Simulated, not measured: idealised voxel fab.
The document below concerns the process module designated voxel capacitor over wiring.
Section shown: cut. Width: 260 nm. Cell size: 5 nm, square.
In this document a cross-section is written as a grid of square cells. It is given as a series of bands, listed from the top down, and a band is one or more rows of cells. Read a band's entry like this: the first values are the height of its top and the height of its bottom in nm, and what follows is the sequence of materials from left to right, each with its width in nm. Note that "empty" is empty space, and that a single material marked "full width" reaches across the band from edge to edge. It should be noted that heights are counted from 0, beneath which the wafer as supplied is of one material throughout, and that the lowest band possesses no lower boundary but continues downward, as written in "0 down". So if you see something like "30->40" for the width, read it as the top row of the band sitting at the first number and the bottom row at the second, with every row in between moving by the same amount as the last. For the purposes of this document, the phrase "no alterations made" attached to a step denotes that no cell within the cross-section was modified by that step. This entry, "Closed internal cavities", enumerates those empty regions of no fewer than 8 cells that possess no open connection to the top. Each region is reported in the form width x height at distance, the distance being taken from the left edge, with all three quantities expressed in nm. Formally, on a step line, whatever follows the settings is a remark that the simulator itself makes on the step. On any step carrying a mask, the "overlay nm" setting, if present on the step's line, tells how far right of its planned place the mask lay; negative values point to the left.

Plan:
| 1 | RECEIVE with material Si |
| 2 | CONFORMAL_DEP with material SiO2, thk nm 10 |
| 3 | CONFORMAL_DEP with material SiN, thk nm 5 |
| 4 | DIRECTIONAL_DEP with material lowk, thk nm 25 |
| 5 | DIRECTIONAL_DEP with material aC, thk nm 15 |
| 6 | PATTERN with tone open, mask id METAL_1, material resist, width nm 20, pitch nm 80, thk nm 30, overlay nm 0 |
| 7 | DIRECTIONAL_ETCH with etch materials aC, depth nm 15 |
| 8 | STRIP with etch materials resist |
| 9 | DIRECTIONAL_ETCH with etch materials lowk, depth nm 25 |
| 10 | DIRECTIONAL_ETCH with etch materials SiN, depth nm 5 |
| 11 | STRIP with etch materials aC |
| 12 | CONFORMAL_DEP with material TiN, thk nm 5 |
| 13 | FILL_DEP with material Cu, thk nm 5 |
| 14 | CMP with height nm 40 |
| 15 | CONFORMAL_DEP with material SiCN, thk nm 5 |
| 16 | DIRECTIONAL_DEP with material SiO2, thk nm 20 |
| 17 | PATTERN with tone open, mask id PLUG_1, material resist, width nm 15, thk nm 20, overlay nm 0 |
| 18 | DIRECTIONAL_ETCH with etch materials SiO2, depth nm 20 |
| 19 | DIRECTIONAL_ETCH with etch materials SiCN, depth nm 5 |
| 20 | STRIP with etch materials resist |
| 21 | EPI with material Ru, thk nm 10 |
| 22 | EPI with material Ru, thk nm 10 |
| 23 | EPI with material Ru, thk nm 5 |
| 24 | DIRECTIONAL_DEP with material TiN, thk nm 5 |
| 25 | DIRECTIONAL_DEP with material Al2O3, thk nm 5 |
| 26 | DIRECTIONAL_DEP with material TiN, thk nm 5 |
| 27 | PATTERN with tone cover, mask id UPPER_PLATE, material resist, width nm 65, thk nm 20, overlay nm 0 |
| 28 | DIRECTIONAL_ETCH with etch materials TiN, depth nm 5 |
| 29 | DIRECTIONAL_ETCH with etch materials Al2O3, depth nm 5 |
| 30 | STRIP with etch materials resist |
| 31 | DIRECTIONAL_DEP with material aC, thk nm 10 |
| 32 | PATTERN with tone cover, mask id LOWER_PLATE, material resist, width nm 75, thk nm 25, overlay nm 0 |
| 33 | DIRECTIONAL_ETCH with etch materials aC, depth nm 10 |
| 34 | STRIP with etch materials resist |
| 35 | DIRECTIONAL_ETCH with etch materials TiN, depth nm 5 |
| 36 | STRIP with etch materials aC |
| 37 | FILL_DEP with material SiO2, thk nm 20 |
| 38 | CMP with height nm 95 |
| 39 | DIRECTIONAL_DEP with material aC, thk nm 15 |
| 40 | PATTERN with tone open, mask id PLUG_2, material resist, width nm 15, thk nm 30, overlay nm 0 |
| 41 | DIRECTIONAL_ETCH with etch materials aC, depth nm 15 |
| 42 | STRIP with etch materials resist |
| 43 | DIRECTIONAL_ETCH with etch materials SiO2, depth nm 15 |
| 44 | STRIP with etch materials aC |
| 45 | CONFORMAL_DEP with material TiN, thk nm 5 |
| 46 | FILL_DEP with material Cu, thk nm 10 |
| 47 | CMP with height nm 95 |
| 48 | CONFORMAL_DEP with material SiN, thk nm 5 |

What follows covers the first of two wafers; it ran as planned:

Wafer cross-section on receipt, i.e. after step 1:
* 0 down | Si full width
* Closed internal cavities: none

Upon completion of step 2, the wafer appears in cross-section as shown:
* 10 to 0 | SiO2 full width
* Below 0, the layers are the same as they were.

Upon completion of step 3, the wafer appears in cross-section as shown:
* 15 to 10 | SiN full width
* Below 10, the layers are the same as they were.

Upon completion of step 4, the wafer appears in cross-section as shown:
* 40 to 15 | lowk full width
* Below 15, the layers are the same as they were.

Upon completion of step 5, the wafer appears in cross-section as shown:
* 55 to 40 | aC full width
* Below 40, the layers are the same as they were.

Upon completion of step 6, the wafer appears in cross-section as shown:
* 85 to 55 | resist=80 / empty=20 / resist=60 / empty=20 / resist=80
* Below 55, the layers are the same as they were.

Upon completion of step 7, the wafer appears in cross-section as shown:
* 70 to 55 | resist=80 / empty=20 / resist=60 / empty=20 / resist=80
* 55 to 40 | aC=80 / empty=20 / aC=60 / empty=20 / aC=80
* Below 40, the layers are the same as they were.

Upon completion of step 8, the wafer appears in cross-section as shown:
* 55 to 40 | aC=80 / empty=20 / aC=60 / empty=20 / aC=80
* Below 40, the layers are the same as they were.

Upon completion of step 9, the wafer appears in cross-section as shown:
* 55 to 40 | aC=80 / empty=20 / aC=60 / empty=20 / aC=80
* 40 to 15 | lowk=80 / empty=20 / lowk=60 / empty=20 / lowk=80
* Below 15, the layers are the same as they were.

Upon completion of step 10, the wafer appears in cross-section as shown:
* 55 to 40 | aC=80 / empty=20 / aC=60 / empty=20 / aC=80
* 40 to 15 | lowk=80 / empty=20 / lowk=60 / empty=20 / lowk=80
* 15 to 10 | SiN=80 / empty=20 / SiN=60 / empty=20 / SiN=80
* Below 10, the layers are the same as they were.

Upon completion of step 11, the wafer appears in cross-section as shown:
* 40 to 15 | lowk=80 / empty=20 / lowk=60 / empty=20 / lowk=80
* Below 15, the layers are the same as they were.

Upon completion of step 12, the wafer appears in cross-section as shown:
* 45 to 40 | TiN=85 / empty=10 / TiN=70 / empty=10 / TiN=85
* 40 to 15 | lowk=80 / TiN=5 / empty=10 / TiN=5 / lowk=60 / TiN=5 / empty=10 / TiN=5 / lowk=80
* 15 to 10 | SiN=80 / TiN=20 / SiN=60 / TiN=20 / SiN=80
* Below 10, the layers are the same as they were.

Upon completion of step 13, the wafer appears in cross-section as shown:
* 50 to 45 | Cu full width
* 45 to 40 | TiN=85 / Cu=10 / TiN=70 / Cu=10 / TiN=85
* 40 to 15 | lowk=80 / TiN=5 / Cu=10 / TiN=5 / lowk=60 / TiN=5 / Cu=10 / TiN=5 / lowk=80
* Below 15, the layers are the same as they were.

Upon completion of step 14, the wafer appears in cross-section as shown:
* 40 to 15 | lowk=80 / TiN=5 / Cu=10 / TiN=5 / lowk=60 / TiN=5 / Cu=10 / TiN=5 / lowk=80
* Below 15, the layers are the same as they were.

Upon completion of step 15, the wafer appears in cross-section as shown:
* 45 to 40 | SiCN full width
* Below 40, the layers are the same as they were.

Upon completion of step 16, the wafer appears in cross-section as shown:
* 65 to 45 | SiO2 full width
* Below 45, the layers are the same as they were.

Upon completion of step 17, the wafer appears in cross-section as shown:
* 85 to 65 | resist=85 / empty=15 / resist=160
* Below 65, the layers are the same as they were.

Upon completion of step 18, the wafer appears in cross-section as shown:
* 85 to 65 | resist=85 / empty=15 / resist=160
* 65 to 45 | SiO2=85 / empty=15 / SiO2=160
* Below 45, the layers are the same as they were.

Upon completion of step 19, the wafer appears in cross-section as shown:
* 85 to 65 | resist=85 / empty=15 / resist=160
* 65 to 45 | SiO2=85 / empty=15 / SiO2=160
* 45 to 40 | SiCN=85 / empty=15 / SiCN=160
* Below 40, the layers are the same as they were.

Upon completion of step 20, the wafer appears in cross-section as shown:
* 65 to 45 | SiO2=85 / empty=15 / SiO2=160
* Below 45, the layers are the same as they were.

Upon completion of step 21, the wafer appears in cross-section as shown:
* 65 to 50 | SiO2=85 / empty=15 / SiO2=160
* 50 to 45 | SiO2=85 / Ru=15 / SiO2=160
* 45 to 40 | SiCN=85 / Ru=15 / SiCN=160
* Below 40, the layers are the same as they were.

Upon completion of step 22, the wafer appears in cross-section as shown:
* 65 to 60 | SiO2=85 / empty=15 / SiO2=160
* 60 to 45 | SiO2=85 / Ru=15 / SiO2=160
* Below 45, the layers are the same as they were.

Upon completion of step 23, the wafer appears in cross-section as shown:
* 65 to 45 | SiO2=85 / Ru=15 / SiO2=160
* Below 45, the layers are the same as they were.

Upon completion of step 24, the wafer appears in cross-section as shown:
* 70 to 65 | TiN full width
* Below 65, the layers are the same as they were.

Upon completion of step 25, the wafer appears in cross-section as shown:
* 75 to 70 | Al2O3 full width
* Below 70, the layers are the same as they were.

Upon completion of step 26, the wafer appears in cross-section as shown:
* 80 to 75 | TiN full width
* Below 75, the layers are the same as they were.

Upon completion of step 27, the wafer appears in cross-section as shown:
* 100 to 80 | empty=85 / resist=65 / empty=110
* Below 80, the layers are the same as they were.

Upon completion of step 28, the wafer appears in cross-section as shown:
* 100 to 80 | empty=85 / resist=65 / empty=110
* 80 to 75 | empty=85 / TiN=65 / empty=110
* Below 75, the layers are the same as they were.

Upon completion of step 29, the wafer appears in cross-section as shown:
* 100 to 80 | empty=85 / resist=65 / empty=110
* 80 to 75 | empty=85 / TiN=65 / empty=110
* 75 to 70 | empty=85 / Al2O3=65 / empty=110
* Below 70, the layers are the same as they were.

Upon completion of step 30, the wafer appears in cross-section as shown:
* 80 to 75 | empty=85 / TiN=65 / empty=110
* Below 75, the layers are the same as they were.

Upon completion of step 31, the wafer appears in cross-section as shown:
* 90 to 80 | empty=85 / aC=65 / empty=110
* 80 to 75 | aC=85 / TiN=65 / aC=110
* 75 to 70 | aC=85 / Al2O3=65 / aC=110
* Below 70, the layers are the same as they were.

Upon completion of step 32, the wafer appears in cross-section as shown:
* 115 to 90 | empty=80 / resist=75 / empty=105
* 90 to 80 | empty=80 / resist=5 / aC=65 / resist=5 / empty=105
* Below 80, the layers are the same as they were.

Upon completion of step 33, the wafer appears in cross-section as shown:
* 105 to 90 | empty=80 / resist=75 / empty=105
* 90 to 80 | empty=80 / resist=5 / aC=65 / resist=5 / empty=105
* 80 to 75 | empty=80 / aC=5 / TiN=65 / aC=5 / empty=105
* 75 to 70 | empty=80 / aC=5 / Al2O3=65 / aC=5 / empty=105
* Below 70, the layers are the same as they were.

Upon completion of step 34, the wafer appears in cross-section as shown:
* 90 to 80 | empty=85 / aC=65 / empty=110
* Below 80, the layers are the same as they were.

Upon completion of step 35, the wafer appears in cross-section as shown:
* 90 to 80 | empty=85 / aC=65 / empty=110
* 80 to 75 | empty=80 / aC=5 / TiN=65 / aC=5 / empty=105
* 75 to 70 | empty=80 / aC=5 / Al2O3=65 / aC=5 / empty=105
* 70 to 65 | empty=80 / TiN=75 / empty=105
* Below 65, the layers are the same as they were.

Upon completion of step 36, the wafer appears in cross-section as shown:
* 80 to 75 | empty=85 / TiN=65 / empty=110
* 75 to 70 | empty=85 / Al2O3=65 / empty=110
* Below 70, the layers are the same as they were.

Upon completion of step 37, the wafer appears in cross-section as shown:
* 100 to 80 | SiO2 full width
* 80 to 75 | SiO2=85 / TiN=65 / SiO2=110
* 75 to 70 | SiO2=85 / Al2O3=65 / SiO2=110
* 70 to 65 | SiO2=80 / TiN=75 / SiO2=105
* Below 65, the layers are the same as they were.

Upon completion of step 38, the wafer appears in cross-section as shown:
* 95 to 80 | SiO2 full width
* Below 80, the layers are the same as they were.

Upon completion of step 39, the wafer appears in cross-section as shown:
* 110 to 95 | aC full width
* Below 95, the layers are the same as they were.

Upon completion of step 40, the wafer appears in cross-section as shown:
* 140 to 110 | resist=95 / empty=15 / resist=150
* Below 110, the layers are the same as they were.

Upon completion of step 41, the wafer appears in cross-section as shown:
* 125 to 110 | resist=95 / empty=15 / resist=150
* 110 to 95 | aC=95 / empty=15 / aC=150
* Below 95, the layers are the same as they were.

Upon completion of step 42, the wafer appears in cross-section as shown:
* 110 to 95 | aC=95 / empty=15 / aC=150
* Below 95, the layers are the same as they were.

Upon completion of step 43, the wafer appears in cross-section as shown:
* 110 to 95 | aC=95 / empty=15 / aC=150
* 95 to 80 | SiO2=95 / empty=15 / SiO2=150
* Below 80, the layers are the same as they were.

Upon completion of step 44, the wafer appears in cross-section as shown:
* 95 to 80 | SiO2=95 / empty=15 / SiO2=150
* Below 80, the layers are the same as they were.

Upon completion of step 45, the wafer appears in cross-section as shown:
* 100 to 95 | TiN=100 / empty=5 / TiN=155
* 95 to 85 | SiO2=95 / TiN=5 / empty=5 / TiN=5 / SiO2=150
* 85 to 75 | SiO2=95->85 / TiN=15->65 / SiO2=150->110
* Below 75, the layers are the same as they were.

Upon completion of step 46, the wafer appears in cross-section as shown:
* 110 to 100 | Cu full width
* 100 to 95 | TiN=100 / Cu=5 / TiN=155
* 95 to 85 | SiO2=95 / TiN=5 / Cu=5 / TiN=5 / SiO2=150
* Below 85, the layers are the same as they were.

Upon completion of step 47, the wafer appears in cross-section as shown:
* 95 to 85 | SiO2=95 / TiN=5 / Cu=5 / TiN=5 / SiO2=150
* Below 85, the layers are the same as they were.

Upon completion of step 48, the wafer appears in cross-section as shown:
* 100 to 95 | SiN full width
* Below 95, the layers are the same as they were.

For the second wafer, take the first wafer's start and plan, then add one mistake made in running it; everything through step 23, that step included, is shared with the first:

Second wafer, cross-section, planned end of step 24:
* 70 to 65 | SiCN full width
* Below 65, the layers are the same as they were.

Second wafer, cross-section, planned end of step 25:
* 75 to 70 | Al2O3 full width
* Below 70, the layers are the same as they were.

Second wafer, cross-section, planned end of step 26:
* 80 to 75 | TiN full width
* Below 75, the layers are the same as they were.

Second wafer, cross-section, planned end of step 27:
* 100 to 80 | empty=85 / resist=65 / empty=110
* Below 80, the layers are the same as they were.

Second wafer, cross-section, planned end of step 28:
* 100 to 80 | empty=85 / resist=65 / empty=110
* 80 to 75 | empty=85 / TiN=65 / empty=110
* Below 75, the layers are the same as they were.

Second wafer, cross-section, planned end of step 29:
* 100 to 80 | empty=85 / resist=65 / empty=110
* 80 to 75 | empty=85 / TiN=65 / empty=110
* 75 to 70 | empty=85 / Al2O3=65 / empty=110
* Below 70, the layers are the same as they were.

Second wafer, cross-section, planned end of step 30:
* 80 to 75 | empty=85 / TiN=65 / empty=110
* Below 75, the layers are the same as they were.

Second wafer, cross-section, planned end of step 31:
* 90 to 80 | empty=85 / aC=65 / empty=110
* 80 to 75 | aC=85 / TiN=65 / aC=110
* 75 to 70 | aC=85 / Al2O3=65 / aC=110
* Below 70, the layers are the same as they were.

Second wafer, cross-section, planned end of step 32:
* 115 to 90 | empty=80 / resist=75 / empty=105
* 90 to 80 | empty=80 / resist=5 / aC=65 / resist=5 / empty=105
* Below 80, the layers are the same as they were.

Second wafer, cross-section, planned end of step 33:
* 105 to 90 | empty=80 / resist=75 / empty=105
* 90 to 80 | empty=80 / resist=5 / aC=65 / resist=5 / empty=105
* 80 to 75 | empty=80 / aC=5 / TiN=65 / aC=5 / empty=105
* 75 to 70 | empty=80 / aC=5 / Al2O3=65 / aC=5 / empty=105
* Below 70, the layers are the same as they were.

Second wafer, cross-section, planned end of step 34:
* 90 to 80 | empty=85 / aC=65 / empty=110
* Below 80, the layers are the same as they were.

Second wafer, cross-section, planned end of step 35: no alterations made

Second wafer, cross-section, planned end of step 36:
* 80 to 75 | empty=85 / TiN=65 / empty=110
* 75 to 70 | empty=85 / Al2O3=65 / empty=110
* Below 70, the layers are the same as they were.

Second wafer, cross-section, planned end of step 37:
* 100 to 80 | SiO2 full width
* 80 to 75 | SiO2=85 / TiN=65 / SiO2=110
* 75 to 70 | SiO2=85 / Al2O3=65 / SiO2=110
* Below 70, the layers are the same as they were.

Second wafer, cross-section, planned end of step 38:
* 95 to 80 | SiO2 full width
* Below 80, the layers are the same as they were.

Second wafer, cross-section, planned end of step 39:
* 110 to 95 | aC full width
* Below 95, the layers are the same as they were.

Second wafer, cross-section, planned end of step 40:
* 140 to 110 | resist=95 / empty=15 / resist=150
* Below 110, the layers are the same as they were.

Second wafer, cross-section, planned end of step 41:
* 125 to 110 | resist=95 / empty=15 / resist=150
* 110 to 95 | aC=95 / empty=15 / aC=150
* Below 95, the layers are the same as they were.

Second wafer, cross-section, planned end of step 42:
* 110 to 95 | aC=95 / empty=15 / aC=150
* Below 95, the layers are the same as they were.

Second wafer, cross-section, planned end of step 43:
* 110 to 95 | aC=95 / empty=15 / aC=150
* 95 to 80 | SiO2=95 / empty=15 / SiO2=150
* Below 80, the layers are the same as they were.

Second wafer, cross-section, planned end of step 44:
* 95 to 80 | SiO2=95 / empty=15 / SiO2=150
* Below 80, the layers are the same as they were.

Second wafer, cross-section, planned end of step 45:
* 100 to 95 | TiN=100 / empty=5 / TiN=155
* 95 to 85 | SiO2=95 / TiN=5 / empty=5 / TiN=5 / SiO2=150
* 85 to 75 | SiO2=95->85 / TiN=15->65 / SiO2=150->110
* Below 75, the layers are the same as they were.

Second wafer, cross-section, planned end of step 46:
* 110 to 100 | Cu full width
* 100 to 95 | TiN=100 / Cu=5 / TiN=155
* 95 to 85 | SiO2=95 / TiN=5 / Cu=5 / TiN=5 / SiO2=150
* Below 85, the layers are the same as they were.

Second wafer, cross-section, planned end of step 47:
* 95 to 85 | SiO2=95 / TiN=5 / Cu=5 / TiN=5 / SiO2=150
* Below 85, the layers are the same as they were.

Second wafer, cross-section, planned end of step 48:
* 100 to 95 | SiN full width
* Below 95, the layers are the same as they were.
It is concluded that the wafer was processed incorrectly with respect to the plan, in that in deviation from the planned setting, step 24 was conducted as DIRECTIONAL_DEP with material SiCN, thk nm 5
Upon completion, the second wafer contains, in terms of cells, a greater or smaller amount of certain materials than the first wafer: +52 SiCN; -37 SiO2; -15 TiN
